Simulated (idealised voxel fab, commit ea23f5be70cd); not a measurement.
Title: Process Module voxel wiring stack
This is section cut - it's 200 nm across, gridded in 5 nm square cells.
In what follows, cross-sections appear as grids of square cells, described through bands that run from the top down, where every band is one or more rows of cells. Look at the band entry: it leads with the top's height and the bottom's height in nm. Then it lists the materials left to right, with a width in nm for each. The word "full width" on a single material says that material fills the band edge to edge. The word "empty" is empty space. A quick word on heights: they are counted from 0, and under that level the wafer as it came to us is one material throughout. The lowest band is different from the rest in having no bottom; it simply continues downward, written as in "0..down". Graded width ("30..40"): value in top row of band = first number; value in bottom row = second number; row-to-row change constant. "left unchanged" for a step: no cell of the cross-section changed in that step. "Sealed cavities" means: voids of 8 cells or more that are shut off from the top with no open way through. Written width x height at distance, distance from the left edge, in nm. Heads up: the bit after the settings on a step's line is the simulator's remark on that step. The optional step-line setting "overlay nm" applies to steps with a mask and quantifies how far to the right of its planned location the mask lay, a negative value indicating leftward placement.
## plan
1: RECEIVE [material Si]
2: CONFORMAL_DEP [material SiO2] [thk nm 15]
3: CONFORMAL_DEP [material SiCN] [thk nm 5]
4: DIRECTIONAL_DEP [material lowk] [thk nm 20]
5: DIRECTIONAL_DEP [material aC] [thk nm 10]
6: PATTERN [tone open] [mask id METAL_1] [material resist] [width nm 25] [pitch nm 40] [thk nm 25] [overlay nm 0]
7: DIRECTIONAL_ETCH [etch materials aC] [depth nm 10]
8: STRIP [etch materials resist]
9: DIRECTIONAL_ETCH [etch materials lowk] [depth nm 20]
10: DIRECTIONAL_ETCH [etch materials SiCN] [depth nm 5]
11: STRIP [etch materials aC]
12: CONFORMAL_DEP [material TiN] [thk nm 5]
13: FILL_DEP [material Ru] [thk nm 10]
14: CMP [height nm 40]
15: CONFORMAL_DEP [material SiCN] [thk nm 5]
16: DIRECTIONAL_DEP [material lowk] [thk nm 35]
17: DIRECTIONAL_DEP [material aC] [thk nm 15]
18: PATTERN [tone open] [mask id METAL_2_HOLES] [material resist] [width nm 15] [pitch nm 40] [thk nm 30] [overlay nm 0]
19: DIRECTIONAL_ETCH [etch materials aC] [depth nm 15]
20: STRIP [etch materials resist]
21: DIRECTIONAL_ETCH [etch materials lowk] [depth nm 35]
22: STRIP [etch materials aC]
23: DIRECTIONAL_DEP [material aC] [thk nm 10]
24: PATTERN [tone open] [mask id METAL_2] [material resist] [width nm 25] [pitch nm 40] [thk nm 25] [overlay nm 0]
25: DIRECTIONAL_ETCH [etch materials aC] [depth nm 10]
26: STRIP [etch materials resist]
27: DIRECTIONAL_ETCH [etch materials lowk] [depth nm 20]
28: DIRECTIONAL_ETCH [etch materials SiCN] [depth nm 5]
29: STRIP [etch materials aC]
30: CONFORMAL_DEP [material TiN] [thk nm 5]
31: FILL_DEP [material Cu] [thk nm 5]
32: CMP [height nm 80]
33: CONFORMAL_DEP [material SiCN] [thk nm 5]
34: DIRECTIONAL_DEP [material lowk] [thk nm 10]
35: MASKED_ETCH [tone open] [mask id PLUG_2] [width nm 15] [pitch nm 80] [etch materials lowk] [depth nm 10] [overlay nm 0]
36: MASKED_ETCH [tone open] [mask id PLUG_2] [width nm 15] [pitch nm 80] [etch materials SiCN] [depth nm 5] [overlay nm 0]
37: CONFORMAL_DEP [material TiN] [thk nm 5]
38: FILL_DEP [material W] [thk nm 10]
39: CMP [height nm 95]
40: DIRECTIONAL_DEP [material TiN] [thk nm 5]
41: DIRECTIONAL_DEP [material Ru] [thk nm 25]
42: PATTERN [tone cover] [mask id METAL_3] [material resist] [width nm 25] [pitch nm 40] [thk nm 20] [overlay nm 0]
43: DIRECTIONAL_ETCH [etch materials Ru] [depth nm 25]
44: DIRECTIONAL_ETCH [etch materials TiN] [depth nm 5]
45: STRIP [etch materials resist]
46: FILL_DEP [material lowk] [thk nm 10]
47: CMP [height nm 125]
48: CONFORMAL_DEP [material SiCN] [thk nm 5]
Wafers differ in width nm at step 35; plan lists the first wafer's value; identical starting state.
## First of several wafers (as received, post step 1), cross-sectional view
    0..down = Si full width
    Sealed cavities: none
## End of module: cross-section of the first of several wafers after step 48, the last step
    130..125 = SiCN full width
    125..100 = 25 nm lowk, 25 nm Ru, 15 nm lowk, 25 nm Ru, 15 nm lowk, 25 nm Ru, 15 nm lowk, 25 nm Ru, 30 nm lowk
    100..95 = 25 nm lowk, 25 nm TiN, 15 nm lowk, 25 nm TiN, 15 nm lowk, 25 nm TiN, 15 nm lowk, 25 nm TiN, 30 nm lowk
    95..85 = 25 nm lowk, 5 nm TiN, 5 nm W, 5 nm TiN, 65 nm lowk, 5 nm TiN, 5 nm W, 5 nm TiN, 80 nm lowk
    85..80 = 25 nm SiCN, 15 nm TiN, 65 nm SiCN, 15 nm TiN, 80 nm SiCN
    80..65 = 25 nm lowk, 5 nm TiN, 15 nm Cu, 5 nm TiN, 15 nm lowk, 5 nm TiN, 15 nm Cu, 5 nm TiN, 15 nm lowk, 5 nm TiN, 15 nm Cu, 5 nm TiN, 15 nm lowk, 5 nm TiN, 15 nm Cu, 5 nm TiN, 30 nm lowk
    65..60 = 25 nm lowk, 5 nm TiN, 5 nm Cu, 15 nm TiN, 15 nm lowk, 5 nm TiN, 5 nm Cu, 15 nm TiN, 15 nm lowk, 5 nm TiN, 5 nm Cu, 15 nm TiN, 15 nm lowk, 5 nm TiN, 5 nm Cu, 15 nm TiN, 30 nm lowk
    60..45 = 25 nm lowk, 5 nm TiN, 5 nm Cu, 5 nm TiN, 25 nm lowk, 5 nm TiN, 5 nm Cu, 5 nm TiN, 25 nm lowk, 5 nm TiN, 5 nm Cu, 5 nm TiN, 25 nm lowk, 5 nm TiN, 5 nm Cu, 5 nm TiN, 40 nm lowk
    45..40 = 25 nm SiCN, 15 nm TiN, 25 nm SiCN, 15 nm TiN, 25 nm SiCN, 15 nm TiN, 25 nm SiCN, 15 nm TiN, 40 nm SiCN
    40..20 = 25 nm lowk, 5 nm TiN, 15 nm Ru, 5 nm TiN, 15 nm lowk, 5 nm TiN, 15 nm Ru, 5 nm TiN, 15 nm lowk, 5 nm TiN, 15 nm Ru, 5 nm TiN, 15 nm lowk, 5 nm TiN, 15 nm Ru, 5 nm TiN, 30 nm lowk
    20..15 = 25 nm SiCN, 25 nm TiN, 15 nm SiCN, 25 nm TiN, 15 nm SiCN, 25 nm TiN, 15 nm SiCN, 25 nm TiN, 30 nm SiCN
    15..0 = SiO2 full width
    0..down = Si full width
    Sealed cavities: none
## End of module: cross-section, last of several wafers
    130..125 = SiCN full width
    125..100 = 25 nm lowk, 25 nm Ru, 15 nm lowk, 25 nm Ru, 15 nm lowk, 25 nm Ru, 15 nm lowk, 25 nm Ru, 30 nm lowk
    100..95 = 25 nm lowk, 25 nm TiN, 15 nm lowk, 25 nm TiN, 15 nm lowk, 25 nm TiN, 15 nm lowk, 25 nm TiN, 30 nm lowk
    95..85 = 20 nm lowk, 5..10 nm TiN, 20..5 nm W, 5..15 nm TiN, 50 nm lowk, 5..10 nm TiN, 20..5 nm W, 5..15 nm TiN, 70 nm lowk
    85..80 = 25 nm SiCN, 15 nm TiN, 65 nm SiCN, 15 nm TiN, 80 nm SiCN
    80..65 = 25 nm lowk, 5 nm TiN, 15 nm Cu, 5 nm TiN, 15 nm lowk, 5 nm TiN, 15 nm Cu, 5 nm TiN, 15 nm lowk, 5 nm TiN, 15 nm Cu, 5 nm TiN, 15 nm lowk, 5 nm TiN, 15 nm Cu, 5 nm TiN, 30 nm lowk
    65..60 = 25 nm lowk, 5 nm TiN, 5 nm Cu, 15 nm TiN, 15 nm lowk, 5 nm TiN, 5 nm Cu, 15 nm TiN, 15 nm lowk, 5 nm TiN, 5 nm Cu, 15 nm TiN, 15 nm lowk, 5 nm TiN, 5 nm Cu, 15 nm TiN, 30 nm lowk
    60..45 = 25 nm lowk, 5 nm TiN, 5 nm Cu, 5 nm TiN, 25 nm lowk, 5 nm TiN, 5 nm Cu, 5 nm TiN, 25 nm lowk, 5 nm TiN, 5 nm Cu, 5 nm TiN, 25 nm lowk, 5 nm TiN, 5 nm Cu, 5 nm TiN, 40 nm lowk
    45..40 = 25 nm SiCN, 15 nm TiN, 25 nm SiCN, 15 nm TiN, 25 nm SiCN, 15 nm TiN, 25 nm SiCN, 15 nm TiN, 40 nm SiCN
    40..20 = 25 nm lowk, 5 nm TiN, 15 nm Ru, 5 nm TiN, 15 nm lowk, 5 nm TiN, 15 nm Ru, 5 nm TiN, 15 nm lowk, 5 nm TiN, 15 nm Ru, 5 nm TiN, 15 nm lowk, 5 nm TiN, 15 nm Ru, 5 nm TiN, 30 nm lowk
    20..15 = 25 nm SiCN, 25 nm TiN, 15 nm SiCN, 25 nm TiN, 15 nm SiCN, 25 nm TiN, 15 nm SiCN, 25 nm TiN, 30 nm SiCN
    15..0 = SiO2 full width
    0..down = Si full width
    Sealed cavities: none
## What follows is a table in which each wafer occupies a row; for the wafer as it stands at the close of the module, the row states, material by material, how many cells have been gained (+) or lost (-) since receipt, and then gives its closed voids
width nm 15, +52 Cu, +148 Ru, +122 SiCN, +120 SiO2, +162 TiN, +4 W, +432 lowk, Sealed cavities: none
width nm 20, +52 Cu, +148 Ru, +122 SiCN, +120 SiO2, +164 TiN, +6 W, +428 lowk, Sealed cavities: none
width nm 25, +52 Cu, +148 Ru, +122 SiCN, +120 SiO2, +166 TiN, +8 W, +424 lowk, Sealed cavities: none
width nm 30, +52 Cu, +148 Ru, +122 SiCN, +120 SiO2, +168 TiN, +10 W, +420 lowk, Sealed cavities: none
